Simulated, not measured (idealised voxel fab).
Module name: voxel ribs on slabs (process module)
Cross-section cut: width 265 nm, square cells of 5 nm.
Format of a cross-section: grid, square cells. Given as bands. Order: top down. Band: one or more rows of cells.
Read a band's entry like this: the first values are the height of its top and the height of its bottom in nm, and what follows is the sequence of materials from left to right, each with its width in nm. Note that "empty" is empty space, and that a single material marked "full width" reaches across the band from edge to edge.
Ref level 0: as-received wafer is one material below here. Bottom band extends down with no lower bound ("z 0 and below").
It should be noted that a width expressed as "30 to 40" varies in equal increments from row to row of cells within the band, taking the value of the first number at the top row and that of the second number at the bottom row.
When a step is marked "nothing altered", none of the cells in the cross-section changed during that step.
Entry "Closed void list" = empty spaces >= 8 cells with no open way to the top; each as width x height at distance, distance from left edge, all nm.
On a step's line, text after the settings is the simulator commenting on that step.
The setting "overlay nm" may be written on the line of a step. When the step uses a mask, the value reports how far to the right of the planned place the mask lay, and a negative value reports that it lay to the left.

## Process steps foreseen in the plan
1. op RECEIVE | material Si
2. op DIRECTIONAL_DEP | material SiO2 | thk nm 25
3. op DIRECTIONAL_DEP | material SiN | thk nm 20
4. op MASKED_ETCH | tone cover | mask id RIB | width nm 20 | etch materials SiN | depth nm 15 | overlay nm 0
5. op PATTERN | tone cover | mask id SLAB | material resist | width nm 60 | thk nm 15 | overlay nm 0
6. op DIRECTIONAL_ETCH | etch materials SiN | depth nm 5
7. op STRIP | etch materials resist
8. op FILL_DEP | material SiO2 | thk nm 30
9. op CMP | height nm 65
10. op DIRECTIONAL_DEP | material W | thk nm 10
11. op PATTERN | tone cover | mask id HEATER | material resist | width nm 30 | thk nm 20 | overlay nm 0
12. op DIRECTIONAL_ETCH | etch materials W | depth nm 10
13. op STRIP | etch materials resist
14. op CONFORMAL_DEP | material SiO2 | thk nm 10

## Cross-section, incoming material, after step 1
* z 0 and below | Si full width
* Closed void list: none

## End-of-module cross-section of the first of two wafers, processed as planned
* z 85 to 75 | 105 of empty  50 of SiO2  110 of empty
* z 75 to 65 | 115 of SiO2  30 of W  120 of SiO2
* z 65 to 45 | SiO2 full width
* z 45 to 30 | 120 of SiO2  20 of SiN  125 of SiO2
* z 30 to 25 | 100 of SiO2  60 of SiN  105 of SiO2
* z 25 to 0 | SiO2 full width
* z 0 and below | Si full width
* Closed void list: none

## Presented here is a cross-section of the second of the two wafers as it stood at the end of the module. It was started in the same manner and assigned the same plan as the first wafer; however, one mistake was made in its execution
* z 85 to 75 | 105 of empty  50 of SiO2  110 of empty
* z 75 to 65 | 115 of SiO2  30 of W  120 of SiO2
* z 65 to 45 | SiO2 full width
* z 45 to 40 | 100 of SiO2  20 of SiN  20 of SiO2  20 of SiN  105 of SiO2
* z 40 to 30 | 120 of SiN  20 of SiO2  125 of SiN
* z 30 to 25 | SiN full width
* z 25 to 0 | SiO2 full width
* z 0 and below | Si full width
* Closed void list: none
Misprocessing identified: planned and actual differ for step 4; actual: op MASKED_ETCH | tone open | mask id RIB | width nm 20 | etch materials SiN | depth nm 15 | overlay nm 0
Final wafer comparison in cells, second versus first, more or fewer per material: 135 more of SiN; 135 fewer of SiO2
